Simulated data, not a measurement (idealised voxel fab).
Process module heading - voxel transistor to metal
It is cross-section cut that appears here, measuring 165 nm in width, its square cells being 5 nm in size.
Square cells in a grid make up a cross-section in this document, and the grid is given as bands, listed from the top down, each one or more rows of cells. Heights first: top, then bottom, in nm. Then materials, left to right, each with a width in nm. "throughout" on a single material: fills the band edge to edge. "blank": empty space. Height reference: 0 = level under which incoming wafer is all one material. Lowest band: no bottom, runs on downward, e.g. "from 0 down". So if you see something like "30 to 40" for the width, read it as the top row of the band sitting at the first number and the bottom row at the second, with every row in between moving by the same amount as the last. Step note "nothing different" = no cross-section cell changed. Voids not open to the top, 8 cells minimum: see "Cavities, sealed". Written width x height at distance; distance is from the left edge; nm. Read whatever lies past the settings on a step's line as the simulator's own remark about the step. The line of a step may include "overlay nm". On a step with a mask, this value is how far to the right of its planned place the mask lay. A negative value means the mask lay to the left.

# Planned process steps
| 1 | RECEIVE with material Si |
| 2 | OXIDIZE with depth nm 5 |
| 3 | CONFORMAL_DEP with material SiN, thk nm 15 |
| 4 | MASKED_ETCH with tone cover, mask id ACTIVE, width nm 105, etch materials SiN, depth nm 15, overlay nm 0 |
| 5 | MASKED_ETCH with tone cover, mask id ACTIVE, width nm 105, etch materials SiO2, depth nm 5, overlay nm 0 |
| 6 | MASKED_ETCH with tone cover, mask id ACTIVE, width nm 105, etch materials Si, depth nm 35, overlay nm 0 |
| 7 | FILL_DEP with material SiO2, thk nm 10 |
| 8 | CMP with height nm 15 |
| 9 | SELECTIVE_ETCH with etch materials SiO2, depth nm 15 |
| 10 | STRIP with etch materials SiN |
| 11 | SELECTIVE_ETCH with etch materials SiO2, depth nm 5 |
| 12 | OXIDIZE with depth nm 5 |
| 13 | DIRECTIONAL_DEP with material polySi, thk nm 20 |
| 14 | DIRECTIONAL_DEP with material SiCN, thk nm 15 |
| 15 | PATTERN with tone cover, mask id GATE, material resist, width nm 15, thk nm 15, overlay nm 0 |
| 16 | DIRECTIONAL_ETCH with etch materials SiCN, depth nm 25 |
| 17 | DIRECTIONAL_ETCH with etch materials polySi, depth nm 30 |
| 18 | STRIP with etch materials resist |
| 19 | CONFORMAL_DEP with material SiN, thk nm 5 |
| 20 | DIRECTIONAL_ETCH with etch materials SiN, depth nm 5 |
| 21 | DIRECTIONAL_ETCH with etch materials SiO2, depth nm 5 |
| 22 | DIRECTIONAL_ETCH with etch materials Si, depth nm 15 |
| 23 | EPI with material SiGe, thk nm 15 |
| 24 | FILL_DEP with material SiO2, thk nm 5 |
| 25 | CMP with height nm 30 |
| 26 | DIRECTIONAL_DEP with material SiO2, thk nm 10 |
| 27 | DIRECTIONAL_DEP with material aC, thk nm 10 |
| 28 | PATTERN with tone open, mask id CONTACT, material resist, width nm 20, pitch nm 75, thk nm 25, overlay nm 0 |
| 29 | DIRECTIONAL_ETCH with etch materials aC, depth nm 10 |
| 30 | STRIP with etch materials resist |
| 31 | DIRECTIONAL_ETCH with etch materials SiO2, depth nm 50 |
| 32 | STRIP with etch materials aC |
| 33 | CONFORMAL_DEP with material TiN, thk nm 5 |
| 34 | FILL_DEP with material Ru, thk nm 5 |
| 35 | CMP with height nm 40 |
| 36 | DIRECTIONAL_DEP with material TiN, thk nm 5 |
| 37 | DIRECTIONAL_DEP with material Ru, thk nm 25 |
| 38 | PATTERN with tone cover, mask id METAL_1, material resist, width nm 20, pitch nm 75, thk nm 15, overlay nm 0 |
| 39 | DIRECTIONAL_ETCH with etch materials Ru, depth nm 25 |
| 40 | DIRECTIONAL_ETCH with etch materials TiN, depth nm 5 |
| 41 | STRIP with etch materials resist |
| 42 | CONFORMAL_DEP with material SiCN, thk nm 5 |
| 43 | FILL_DEP with material SiO2, thk nm 10 |
| 44 | CMP with height nm 70 |
| 45 | CONFORMAL_DEP with material SiN, thk nm 5 |

# As-received state of the wafer in cross-section, equivalent to post-step 1
* from 0 down  Si throughout
* Cavities, sealed: none

# First of two wafers: cross-section at end of module, run per plan
* from 75 to 70  SiN throughout
* from 70 to 45  30 of SiO2, then 5 of SiCN, then 20 of Ru, then 5 of SiCN, then 45 of SiO2, then 5 of SiCN, then 20 of Ru, then 5 of SiCN, then 30 of SiO2
* from 45 to 40  35 of SiCN, then 20 of TiN, then 55 of SiCN, then 20 of TiN, then 35 of SiCN
* from 40 to 30  35 of SiO2, then 5 of TiN, then 10 of Ru, then 5 of TiN, then 55 of SiO2, then 5 of TiN, then 10 of Ru, then 5 of TiN, then 35 of SiO2
* from 30 to 15  35 of SiO2, then 5 of TiN, then 10 of Ru, then 5 of TiN, then 15 of SiO2, then 5 of SiN, then 15 of SiCN, then 5 of SiN, then 15 of SiO2, then 5 of TiN, then 10 of Ru, then 5 of TiN, then 35 of SiO2
* from 15 to 5  35 of SiO2, then 5 of TiN, then 10 of Ru, then 5 of TiN, then 15 of SiO2, then 5 of SiN, then 15 of polySi, then 5 of SiN, then 15 of SiO2, then 5 of TiN, then 10 of Ru, then 5 of TiN, then 35 of SiO2
* from 5 to -5  35 of SiO2, then 5 of TiN, then 10 of Ru, then 5 of TiN, then 15 of SiGe, then 5 of SiN, then 15 of polySi, then 5 of SiN, then 15 of SiGe, then 5 of TiN, then 10 of Ru, then 5 of TiN, then 35 of SiO2
* from -5 to -10  35 of SiO2, then 20 of TiN, then 15 of SiGe, then 25 of SiO2, then 15 of SiGe, then 20 of TiN, then 35 of SiO2
* from -10 to -25  30 of SiO2, then 40 of SiGe, then 25 of Si, then 40 of SiGe, then 30 of SiO2
* from -25 to -40  30 of SiO2, then 105 of Si, then 30 of SiO2
* from -40 down  Si throughout
* Cavities, sealed: none

# Module end: cross-section of wafer two of two. Same start and process plan as the first wafer. One mistake during execution
* from 75 to 70  SiN throughout
* from 70 to 45  30 of SiO2, then 5 of SiCN, then 20 of Ru, then 5 of SiCN, then 45 of SiO2, then 5 of SiCN, then 20 of Ru, then 5 of SiCN, then 30 of SiO2
* from 45 to 40  35 of SiCN, then 20 of TiN, then 55 of SiCN, then 20 of TiN, then 35 of SiCN
* from 40 to 35  30 of Ru, then 5 of TiN, then 20 of SiO2, then 5 of TiN, then 45 of Ru, then 5 of TiN, then 20 of SiO2, then 5 of TiN, then 30 of Ru
* from 35 to 30  30 of Ru, then 5 of TiN, then 20 of SiO2, then 5 of TiN, then 5 of Ru, then 35 of TiN, then 5 of Ru, then 5 of TiN, then 20 of SiO2, then 5 of TiN, then 30 of Ru
* from 30 to 15  30 of Ru, then 5 of TiN, then 20 of SiO2, then 5 of TiN, then 5 of Ru, then 5 of TiN, then 5 of SiN, then 15 of SiCN, then 5 of SiN, then 5 of TiN, then 5 of Ru, then 5 of TiN, then 20 of SiO2, then 5 of TiN, then 30 of Ru
* from 15 to 10  30 of Ru, then 5 of TiN, then 20 of SiO2, then 5 of TiN, then 5 of Ru, then 5 of TiN, then 5 of SiN, then 15 of polySi, then 5 of SiN, then 5 of TiN, then 5 of Ru, then 5 of TiN, then 20 of SiO2, then 5 of TiN, then 30 of Ru
* from 10 to 5  30 of Ru, then 5 of TiN, then 20 of SiO2, then 15 of TiN, then 5 of SiN, then 15 of polySi, then 5 of SiN, then 15 of TiN, then 20 of SiO2, then 5 of TiN, then 30 of Ru
* from 5 to -5  30 of Ru, then 5 of TiN, then 20 of SiO2, then 15 of SiGe, then 5 of SiN, then 15 of polySi, then 5 of SiN, then 15 of SiGe, then 20 of SiO2, then 5 of TiN, then 30 of Ru
* from -5 to -10  35 of TiN, then 20 of SiO2, then 15 of SiGe, then 25 of SiO2, then 15 of SiGe, then 20 of SiO2, then 35 of TiN
* from -10 to -25  30 of SiO2, then 40 of SiGe, then 25 of Si, then 40 of SiGe, then 30 of SiO2
* from -25 to -40  30 of SiO2, then 105 of Si, then 30 of SiO2
* from -40 down  Si throughout
* Cavities, sealed: none
Plan not followed: planned and actual differ for step 28; actual: PATTERN with tone cover, mask id CONTACT, material resist, width nm 20, pitch nm 75, thk nm 25, overlay nm 0
End check, counted in cells, second wafer has more or fewer of these materials than the first: Ru: 91 more | SiO2: 112 fewer | TiN: 21 more
